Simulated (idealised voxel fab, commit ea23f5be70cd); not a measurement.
The name of this process module is voxel tone inversion.
Pictured: cross-section cut, 250 nm wide, on a grid of 5 nm square cells.
Cross-section spec: square-cell grid; bands listed top down; each band is one or more rows.
It is stipulated that each band's entry specify, in nanometres, the height of the top of the band and then that of its bottom, followed by the materials of the band in left-to-right sequence, each together with its width in nanometres. A single material marked by the word "full width" is understood to fill the band from edge to edge; the word "air" is understood to denote empty space.
Basically, 0 is our baseline, since under it the wafer straight out of the box is all one material. The bottom band has no lower end and keeps on going down, so it looks like "0 nm and below".
A width given as "30->40" starts at the first number in the band's top row and ends at the second number in its bottom row, shifting by an equal amount at every step from row to row.
It should be understood that the words "remained unchanged", when stated for a given step, signify that the cross-section underwent no change in any of its cells during that step.
Any empty space of 8 cells or more lacking an open way to the top shows up in "Closed internal voids" as width x height at distance, distance from the left edge, in nm.
It should be noted that, on the line of a given step, the content following the step's settings is a remark produced by the simulator itself with respect to that step.
The setting "overlay nm" may be written on the line of a step. When the step uses a mask, the value reports how far to the right of the planned place the mask lay, and a negative value reports that it lay to the left.
[Intended process steps]
1) RECEIVE (material Si)
2) CONFORMAL_DEP (material SiN; thk nm 5)
3) DIRECTIONAL_DEP (material polySi; thk nm 15)
4) PATTERN (tone cover; mask id POSTS; material resist; width nm 15; pitch nm 45; thk nm 20; overlay nm 0)
5) DIRECTIONAL_ETCH (etch materials polySi; depth nm 15)
6) STRIP (etch materials resist)
7) FILL_DEP (material SiO2; thk nm 5)
8) CMP (height nm 20)
9) STRIP (etch materials polySi)
10) CONFORMAL_DEP (material TiN; thk nm 5)
11) FILL_DEP (material Ru; thk nm 10)
12) CMP (height nm 20)
13) CONFORMAL_DEP (material SiN; thk nm 5)
[Of two wafers, the first: run according to plan]
[As-received wafer cross-section (after step 1)]
	0 nm and below  Si full width
	Closed internal voids: none
[Upon completion of step 2, the wafer appears in cross-section as shown]
	5 nm to 0 nm  SiN full width
	Below 0, no change.
[Upon completion of step 3, the wafer appears in cross-section as shown]
	20 nm to 5 nm  polySi full width
	Below 5, no change.
[Upon completion of step 4, the wafer appears in cross-section as shown]
	40 nm to 20 nm  air (50)  resist (15)  air (30)  resist (15)  air (30)  resist (15)  air (30)  resist (15)  air (50)
	Below 20, no change.
[Upon completion of step 5, the wafer appears in cross-section as shown]
	40 nm to 20 nm  air (50)  resist (15)  air (30)  resist (15)  air (30)  resist (15)  air (30)  resist (15)  air (50)
	20 nm to 5 nm  air (50)  polySi (15)  air (30)  polySi (15)  air (30)  polySi (15)  air (30)  polySi (15)  air (50)
	Below 5, no change.
[Upon completion of step 6, the wafer appears in cross-section as shown]
	20 nm to 5 nm  air (50)  polySi (15)  air (30)  polySi (15)  air (30)  polySi (15)  air (30)  polySi (15)  air (50)
	Below 5, no change.
[Upon completion of step 7, the wafer appears in cross-section as shown]
	25 nm to 20 nm  SiO2 full width
	20 nm to 5 nm  SiO2 (50)  polySi (15)  SiO2 (30)  polySi (15)  SiO2 (30)  polySi (15)  SiO2 (30)  polySi (15)  SiO2 (50)
	Below 5, no change.
[Upon completion of step 8, the wafer appears in cross-section as shown]
	20 nm to 5 nm  SiO2 (50)  polySi (15)  SiO2 (30)  polySi (15)  SiO2 (30)  polySi (15)  SiO2 (30)  polySi (15)  SiO2 (50)
	Below 5, no change.
[Upon completion of step 9, the wafer appears in cross-section as shown]
	20 nm to 5 nm  SiO2 (50)  air (15)  SiO2 (30)  air (15)  SiO2 (30)  air (15)  SiO2 (30)  air (15)  SiO2 (50)
	Below 5, no change.
[Upon completion of step 10, the wafer appears in cross-section as shown]
	25 nm to 20 nm  TiN (55)  air (5)  TiN (40)  air (5)  TiN (40)  air (5)  TiN (40)  air (5)  TiN (55)
	20 nm to 10 nm  SiO2 (50)  TiN (5)  air (5)  TiN (5)  SiO2 (30)  TiN (5)  air (5)  TiN (5)  SiO2 (30)  TiN (5)  air (5)  TiN (5)  SiO2 (30)  TiN (5)  air (5)  TiN (5)  SiO2 (50)
	10 nm to 5 nm  SiO2 (50)  TiN (15)  SiO2 (30)  TiN (15)  SiO2 (30)  TiN (15)  SiO2 (30)  TiN (15)  SiO2 (50)
	Below 5, no change.
[Upon completion of step 11, the wafer appears in cross-section as shown]
	35 nm to 25 nm  Ru full width
	25 nm to 20 nm  TiN (55)  Ru (5)  TiN (40)  Ru (5)  TiN (40)  Ru (5)  TiN (40)  Ru (5)  TiN (55)
	20 nm to 10 nm  SiO2 (50)  TiN (5)  Ru (5)  TiN (5)  SiO2 (30)  TiN (5)  Ru (5)  TiN (5)  SiO2 (30)  TiN (5)  Ru (5)  TiN (5)  SiO2 (30)  TiN (5)  Ru (5)  TiN (5)  SiO2 (50)
	Below 10, no change.
[Upon completion of step 12, the wafer appears in cross-section as shown]
	20 nm to 10 nm  SiO2 (50)  TiN (5)  Ru (5)  TiN (5)  SiO2 (30)  TiN (5)  Ru (5)  TiN (5)  SiO2 (30)  TiN (5)  Ru (5)  TiN (5)  SiO2 (30)  TiN (5)  Ru (5)  TiN (5)  SiO2 (50)
	Below 10, no change.
[Upon completion of step 13, the wafer appears in cross-section as shown]
	25 nm to 20 nm  SiN full width
	Below 20, no change.
[Here the second wafer is described. Its start and its plan were those of the first wafer. Its run contained one mistake. Up to and including step 3, it did exactly what the first wafer did]
[Here is the second wafer in cross-section at the point where step 4 of the plan should have been done]
	40 nm to 20 nm  air (45)  resist (25)  air (20)  resist (25)  air (20)  resist (25)  air (20)  resist (25)  air (45)
	Below 20, no change.
[Here is the second wafer in cross-section at the point where step 5 of the plan should have been done]
	40 nm to 20 nm  air (45)  resist (25)  air (20)  resist (25)  air (20)  resist (25)  air (20)  resist (25)  air (45)
	20 nm to 5 nm  air (45)  polySi (25)  air (20)  polySi (25)  air (20)  polySi (25)  air (20)  polySi (25)  air (45)
	Below 5, no change.
[Here is the second wafer in cross-section at the point where step 6 of the plan should have been done]
	20 nm to 5 nm  air (45)  polySi (25)  air (20)  polySi (25)  air (20)  polySi (25)  air (20)  polySi (25)  air (45)
	Below 5, no change.
[Here is the second wafer in cross-section at the point where step 7 of the plan should have been done]
	25 nm to 20 nm  SiO2 full width
	20 nm to 5 nm  SiO2 (45)  polySi (25)  SiO2 (20)  polySi (25)  SiO2 (20)  polySi (25)  SiO2 (20)  polySi (25)  SiO2 (45)
	Below 5, no change.
[Here is the second wafer in cross-section at the point where step 8 of the plan should have been done]
	20 nm to 5 nm  SiO2 (45)  polySi (25)  SiO2 (20)  polySi (25)  SiO2 (20)  polySi (25)  SiO2 (20)  polySi (25)  SiO2 (45)
	Below 5, no change.
[Here is the second wafer in cross-section at the point where step 9 of the plan should have been done]
	20 nm to 5 nm  SiO2 (45)  air (25)  SiO2 (20)  air (25)  SiO2 (20)  air (25)  SiO2 (20)  air (25)  SiO2 (45)
	Below 5, no change.
[Here is the second wafer in cross-section at the point where step 10 of the plan should have been done]
	25 nm to 20 nm  TiN (50)  air (15)  TiN (30)  air (15)  TiN (30)  air (15)  TiN (30)  air (15)  TiN (50)
	20 nm to 10 nm  SiO2 (45)  TiN (5)  air (15)  TiN (5)  SiO2 (20)  TiN (5)  air (15)  TiN (5)  SiO2 (20)  TiN (5)  air (15)  TiN (5)  SiO2 (20)  TiN (5)  air (15)  TiN (5)  SiO2 (45)
	10 nm to 5 nm  SiO2 (45)  TiN (25)  SiO2 (20)  TiN (25)  SiO2 (20)  TiN (25)  SiO2 (20)  TiN (25)  SiO2 (45)
	Below 5, no change.
[Here is the second wafer in cross-section at the point where step 11 of the plan should have been done]
	35 nm to 25 nm  Ru full width
	25 nm to 20 nm  TiN (50)  Ru (15)  TiN (30)  Ru (15)  TiN (30)  Ru (15)  TiN (30)  Ru (15)  TiN (50)
	20 nm to 10 nm  SiO2 (45)  TiN (5)  Ru (15)  TiN (5)  SiO2 (20)  TiN (5)  Ru (15)  TiN (5)  SiO2 (20)  TiN (5)  Ru (15)  TiN (5)  SiO2 (20)  TiN (5)  Ru (15)  TiN (5)  SiO2 (45)
	Below 10, no change.
[Here is the second wafer in cross-section at the point where step 12 of the plan should have been done]
	20 nm to 10 nm  SiO2 (45)  TiN (5)  Ru (15)  TiN (5)  SiO2 (20)  TiN (5)  Ru (15)  TiN (5)  SiO2 (20)  TiN (5)  Ru (15)  TiN (5)  SiO2 (20)  TiN (5)  Ru (15)  TiN (5)  SiO2 (45)
	Below 10, no change.
[Here is the second wafer in cross-section at the point where step 13 of the plan should have been done]
	25 nm to 20 nm  SiN full width
	Below 20, no change.
Nonconformance to the process plan: step 4 was processed under conditions differing from the plan, specifically as PATTERN (tone cover; mask id POSTS; material resist; width nm 25; pitch nm 45; thk nm 20; overlay nm 0)
The closing comparison, in cells, has the second wafer with more or fewer of some materials than the first: Ru +16; SiO2 -24; TiN +8
